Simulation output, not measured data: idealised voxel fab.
This section sets out a process module, namely voxel quadruple lines.
The width of the displayed cross-section, cut, is 145 nm; its cells are square, with a size of 5 nm.
The cross-sections in this document take the form of a grid made of square cells. They are written out as bands, in order from top to bottom. Each band consists of one or more rows of cells. First you get the band's top height and its bottom height, in nm, and then the materials it's made of, left to right, with each width in nm. If you see a single material with "everywhere", that one covers the band edge to edge. "air" is empty space. Height datum 0, below which the as-received substrate wafer is one material. Lowest band open at the bottom, running downward: "0 nm and below". The two numbers in a width such as "30->40" mark its ends across the band: the first belongs to the top row of cells, the second to the bottom row, and from each row to the next the width moves by the same amount. For the purposes of this document, the phrase "all unchanged" attached to a step denotes that no cell within the cross-section was modified by that step. Heads up: "Enclosed internal voids" only lists the empty pockets with no open path to the top that are 8 cells or more, and it writes them as width x height at distance, distance from the left edge, in nm. Heads up: the bit after the settings on a step's line is the simulator's remark on that step. On any step carrying a mask, the "overlay nm" setting, if present on the step's line, tells how far right of its planned place the mask lay; negative values point to the left.

These are the steps we planned for the process
1: RECEIVE: material Si
2: CONFORMAL_DEP: material SiO2, thk nm 10
3: DIRECTIONAL_DEP: material W, thk nm 10
4: DIRECTIONAL_DEP: material polySi, thk nm 20
5: DIRECTIONAL_DEP: material aC, thk nm 20
6: PATTERN: tone cover, mask id MANDREL, material resist, width nm 20, thk nm 25, overlay nm 0
7: DIRECTIONAL_ETCH: etch materials aC, depth nm 20
8: STRIP: etch materials resist
9: CONFORMAL_DEP: material SiO2, thk nm 10
10: DIRECTIONAL_ETCH: etch materials SiO2, depth nm 10
11: STRIP: etch materials aC
12: DIRECTIONAL_ETCH: etch materials polySi, depth nm 20
13: STRIP: etch materials SiO2
14: CONFORMAL_DEP: material SiCN, thk nm 5
15: DIRECTIONAL_ETCH: etch materials SiCN, depth nm 5
16: STRIP: etch materials polySi
17: DIRECTIONAL_ETCH: etch materials W, depth nm 10
18: STRIP: etch materials SiCN
Where the wafers of this document differ is in the thk nm of step 14; they start out the same, and the plan states the value that applied to the first wafer.

First of several wafers (as received, post step 1), cross-sectional view
	0 nm and below  Si everywhere
	Enclosed internal voids: none

Where each wafer stands at the end of the module, a row apiece: cells of each material gained (+) or lost (-) since it was received, then closed voids
thk nm 5, +58 SiO2, +8 W, Enclosed internal voids: none
thk nm 10, +58 SiO2, +58 W, +16 polySi, Enclosed internal voids: none
thk nm 15, +58 SiO2, +58 W, +16 polySi, Enclosed internal voids: none
thk nm 20, +58 SiO2, +58 W, +16 polySi, Enclosed internal voids: none
